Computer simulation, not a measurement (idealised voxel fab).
process module | voxel self aligned vias
cross-section cut | 180 nm wide | cells 5 nm
A cross-section is a grid of square cells, given in bands from the top down. A band is one or more rows of cells.
Each band's line starts with the height of the band's top and of its bottom, in nm. Then come its materials from left to right, each with its width in nm. One material with "throughout" fills the band from edge to edge. "air" is empty space.
Height 0 is the level under which the wafer as received is all one material. The lowest band goes on downwards, as in "0 down".
A width such as "30 to 40" changes by the same amount from each row of cells to the next, from the band's top row to its bottom row.
"no change" after a step means that no cell of the cross-section changed.
closed voids: empty space of 8 cells or more with no open way to the top, each as width x height at its distance from the left edge, in nm
after a step's settings: what the simulator itself notes on the step
overlay nm, on a step with a mask: how far to the right of its planned place the mask lay; to the left if negative
plan
1 op RECEIVE | material Si
2 op CONFORMAL_DEP | material SiO2 | thk nm 10
3 op CONFORMAL_DEP | material SiCN | thk nm 5
4 op DIRECTIONAL_DEP | material lowk | thk nm 20
5 op MASKED_ETCH | tone open | mask id LINES | width nm 25 | pitch nm 65 | etch materials lowk | depth nm 20 | overlay nm 0
6 op CONFORMAL_DEP | material TiN | thk nm 5
7 op FILL_DEP | material W | thk nm 5
8 op CMP | height nm 35
9 op SELECTIVE_ETCH | etch materials W Ru TiN | depth nm 10
10 op FILL_DEP | material SiN | thk nm 5
11 op CMP | height nm 35
12 op DIRECTIONAL_DEP | material lowk | thk nm 15
13 op MASKED_ETCH | tone open | mask id VIAS | width nm 35 | etch materials lowk | depth nm 15 | overlay nm 0
14 op MASKED_ETCH | tone open | mask id VIAS | width nm 35 | etch materials SiN | depth nm 10 | overlay nm 0
15 op CONFORMAL_DEP | material TiN | thk nm 5
16 op FILL_DEP | material W | thk nm 5
17 op CMP | height nm 50
18 op CONFORMAL_DEP | material SiN | thk nm 5
first wafer, as planned
as received, after step 1
  0 down: Si throughout
  closed voids: none
after step 2
  10 to 0: SiO2 throughout
  below 0: unchanged
after step 3
  15 to 10: SiCN throughout
  below 10: unchanged
after step 4
  35 to 15: lowk throughout
  below 15: unchanged
after step 5
  35 to 15: lowk 45 | air 25 | lowk 40 | air 25 | lowk 45
  below 15: unchanged
after step 6
  40 to 35: TiN 50 | air 15 | TiN 50 | air 15 | TiN 50
  35 to 20: lowk 45 | TiN 5 | air 15 | TiN 5 | lowk 40 | TiN 5 | air 15 | TiN 5 | lowk 45
  20 to 15: lowk 45 | TiN 25 | lowk 40 | TiN 25 | lowk 45
  below 15: unchanged
after step 7
  45 to 40: W throughout
  40 to 35: TiN 50 | W 15 | TiN 50 | W 15 | TiN 50
  35 to 20: lowk 45 | TiN 5 | W 15 | TiN 5 | lowk 40 | TiN 5 | W 15 | TiN 5 | lowk 45
  below 20: unchanged
after step 8
  35 to 20: lowk 45 | TiN 5 | W 15 | TiN 5 | lowk 40 | TiN 5 | W 15 | TiN 5 | lowk 45
  below 20: unchanged
after step 9
  35 to 25: lowk 45 | air 25 | lowk 40 | air 25 | lowk 45
  below 25: unchanged
after step 10
  40 to 35: SiN throughout
  35 to 25: lowk 45 | SiN 25 | lowk 40 | SiN 25 | lowk 45
  below 25: unchanged
after step 11
  35 to 25: lowk 45 | SiN 25 | lowk 40 | SiN 25 | lowk 45
  below 25: unchanged
after step 12
  50 to 35: lowk throughout
  below 35: unchanged
after step 13
  50 to 35: lowk 40 | air 35 | lowk 105
  below 35: unchanged
after step 14
  50 to 35: lowk 40 | air 35 | lowk 105
  35 to 25: lowk 45 | air 25 | lowk 40 | SiN 25 | lowk 45
  below 25: unchanged
after step 15
  55 to 50: TiN 45 | air 25 | TiN 110
  50 to 40: lowk 40 | TiN 5 | air 25 | TiN 5 | lowk 105
  40 to 35: lowk 40 | TiN 10 | air 15 | TiN 10 | lowk 105
  35 to 30: lowk 45 | TiN 5 | air 15 | TiN 5 | lowk 40 | SiN 25 | lowk 45
  30 to 25: lowk 45 | TiN 25 | lowk 40 | SiN 25 | lowk 45
  below 25: unchanged
after step 16
  60 to 55: W throughout
  55 to 50: TiN 45 | W 25 | TiN 110
  50 to 40: lowk 40 | TiN 5 | W 25 | TiN 5 | lowk 105
  40 to 35: lowk 40 | TiN 10 | W 15 | TiN 10 | lowk 105
  35 to 30: lowk 45 | TiN 5 | W 15 | TiN 5 | lowk 40 | SiN 25 | lowk 45
  below 30: unchanged
after step 17
  50 to 40: lowk 40 | TiN 5 | W 25 | TiN 5 | lowk 105
  below 40: unchanged
after step 18
  55 to 50: SiN throughout
  below 50: unchanged
second wafer: like start, like plan, one mistake. Through step 12 it matches the first wafer
when step 13 should have ended
  50 to 35: lowk 40 | air 35 | lowk 105
  35 to 25: lowk 40 | air 5 | SiN 25 | air 5 | lowk 35 | SiN 25 | lowk 45
  25 to 20: lowk 40 | air 5 | TiN 5 | W 15 | TiN 5 | air 5 | lowk 35 | TiN 5 | W 15 | TiN 5 | lowk 45
  below 20: unchanged
when step 14 should have ended
  50 to 35: lowk 40 | air 35 | lowk 105
  35 to 25: lowk 40 | air 35 | lowk 35 | SiN 25 | lowk 45
  below 25: unchanged
when step 15 should have ended
  55 to 50: TiN 45 | air 25 | TiN 110
  50 to 35: lowk 40 | TiN 5 | air 25 | TiN 5 | lowk 105
  35 to 30: lowk 40 | TiN 5 | air 25 | TiN 5 | lowk 35 | SiN 25 | lowk 45
  30 to 25: lowk 40 | TiN 35 | lowk 35 | SiN 25 | lowk 45
  25 to 20: lowk 40 | TiN 10 | W 15 | TiN 10 | lowk 35 | TiN 5 | W 15 | TiN 5 | lowk 45
  below 20: unchanged
when step 16 should have ended
  60 to 55: W throughout
  55 to 50: TiN 45 | W 25 | TiN 110
  50 to 35: lowk 40 | TiN 5 | W 25 | TiN 5 | lowk 105
  35 to 30: lowk 40 | TiN 5 | W 25 | TiN 5 | lowk 35 | SiN 25 | lowk 45
  below 30: unchanged
when step 17 should have ended
  50 to 35: lowk 40 | TiN 5 | W 25 | TiN 5 | lowk 105
  below 35: unchanged
when step 18 should have ended
  55 to 50: SiN throughout
  below 50: unchanged
what went wrong: step 13 was run twice
at the end the second wafer has, in cells: 2 more of TiN | 4 more of W | 6 fewer of lowk
